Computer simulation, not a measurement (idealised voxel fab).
The name of this process module is voxel capacitor over wiring.
Pictured: cross-section cut, 240 nm wide, on a grid of 5 nm square cells.
Think of the cross-section as a grid of square cells. We describe it in bands, top to bottom, and each band covers one or more rows of those cells.
Basically the band line says how high the top is and how high the bottom is, in nm, and then what's in it from left to right, every material with its width in nm. Empty space shows up as "blank", and if a single material carries "everywhere" it runs the full band edge to edge.
Heights are expressed relative to 0, this being the level below which the as-received wafer comprises one material exclusively. The lowest band is unbounded in the downward direction and is denoted as in "0..down".
Width "30..40": first value at the band's top row of cells, second value at its bottom row, equal change from row to row.
"no modification" for a step: no cell of the cross-section changed in that step.
"Voids lacking openings": sealed empty spaces, 8 cells or more, no open way to top, listed width x height at distance, with distance from the left edge and width, height and distance in nm.
Where a step's line continues beyond its settings, the continuation is a remark by the simulator itself on that step.
When a step includes a mask, the "overlay nm" setting on its line states how far to the right of its planned place that mask lay, and negative values state how far to the left.

The process steps that were planned are listed below:
step 1: RECEIVE: material Si
step 2: CONFORMAL_DEP: material SiO2, thk nm 10
step 3: CONFORMAL_DEP: material SiN, thk nm 5
step 4: DIRECTIONAL_DEP: material SiO2, thk nm 15
step 5: PATTERN: tone open, mask id METAL_1, material resist, width nm 30, pitch nm 80, thk nm 15, overlay nm 0
step 6: DIRECTIONAL_ETCH: etch materials SiO2, depth nm 15
step 7: DIRECTIONAL_ETCH: etch materials SiN, depth nm 5
step 8: STRIP: etch materials resist
step 9: CONFORMAL_DEP: material TiN, thk nm 5
step 10: FILL_DEP: material Cu, thk nm 5
step 11: CMP: height nm 30
step 12: EPI: material Ru, thk nm 5
step 13: FILL_DEP: material SiCN, thk nm 5
step 14: DIRECTIONAL_DEP: material SiO2, thk nm 15
step 15: DIRECTIONAL_DEP: material aC, thk nm 15
step 16: PATTERN: tone open, mask id PLUG_1, material resist, width nm 15, thk nm 30, overlay nm 0
step 17: DIRECTIONAL_ETCH: etch materials aC, depth nm 15
step 18: STRIP: etch materials resist
step 19: DIRECTIONAL_ETCH: etch materials SiO2, depth nm 15
step 20: DIRECTIONAL_ETCH: etch materials SiCN, depth nm 5
step 21: STRIP: etch materials aC
step 22: CONFORMAL_DEP: material TiN, thk nm 5
step 23: FILL_DEP: material W, thk nm 10
step 24: CMP: height nm 55
step 25: DIRECTIONAL_DEP: material TiN, thk nm 10
step 26: DIRECTIONAL_DEP: material Al2O3, thk nm 5
step 27: DIRECTIONAL_DEP: material TiN, thk nm 5
step 28: MASKED_ETCH: tone cover, mask id UPPER_PLATE, width nm 55, etch materials TiN, depth nm 5, overlay nm 0
step 29: MASKED_ETCH: tone cover, mask id UPPER_PLATE, width nm 55, etch materials Al2O3, depth nm 5, overlay nm 0
step 30: MASKED_ETCH: tone cover, mask id LOWER_PLATE, width nm 65, etch materials TiN, depth nm 10, overlay nm -15
step 31: FILL_DEP: material SiO2, thk nm 20
step 32: CMP: height nm 90
step 33: DIRECTIONAL_DEP: material aC, thk nm 15
step 34: PATTERN: tone open, mask id PLUG_2, material resist, width nm 15, thk nm 35, overlay nm 0
step 35: DIRECTIONAL_ETCH: etch materials aC, depth nm 15
step 36: STRIP: etch materials resist
step 37: DIRECTIONAL_ETCH: etch materials SiO2, depth nm 15
step 38: STRIP: etch materials aC
step 39: CONFORMAL_DEP: material TiN, thk nm 5
step 40: FILL_DEP: material Ru, thk nm 5
step 41: CMP: height nm 90
step 42: CONFORMAL_DEP: material SiN, thk nm 5
Split variable: overlay nm, step 30. Plan value = first wafer. Wafers start alike.

first wafer as received, after step 1:
    0..down | Si everywhere
    Voids lacking openings: none

Here is how to read the rows: every wafer has a row, and it shows the wafer at the end of the module, giving for each material how many cells were gained (+) or lost (-) since the wafer was received, then listing its closed voids:
overlay nm -15; +11 Al2O3; +24 Cu; +18 Ru; +77 SiCN; +84 SiN; +616 SiO2; +79 TiN; +3 W; Voids lacking openings: none
overlay nm -10; +11 Al2O3; +24 Cu; +18 Ru; +77 SiCN; +84 SiN; +617 SiO2; +78 TiN; +3 W; Voids lacking openings: none
overlay nm -5; +11 Al2O3; +24 Cu; +18 Ru; +77 SiCN; +84 SiN; +618 SiO2; +77 TiN; +3 W; Voids lacking openings: none
overlay nm 0; +11 Al2O3; +24 Cu; +18 Ru; +77 SiCN; +84 SiN; +618 SiO2; +77 TiN; +3 W; Voids lacking openings: none
overlay nm 5; +11 Al2O3; +24 Cu; +18 Ru; +77 SiCN; +84 SiN; +618 SiO2; +77 TiN; +3 W; Voids lacking openings: none
overlay nm 10; +11 Al2O3; +24 Cu; +18 Ru; +77 SiCN; +84 SiN; +617 SiO2; +78 TiN; +3 W; Voids lacking openings: none
overlay nm 15; +11 Al2O3; +24 Cu; +18 Ru; +77 SiCN; +84 SiN; +616 SiO2; +79 TiN; +3 W; Voids lacking openings: none
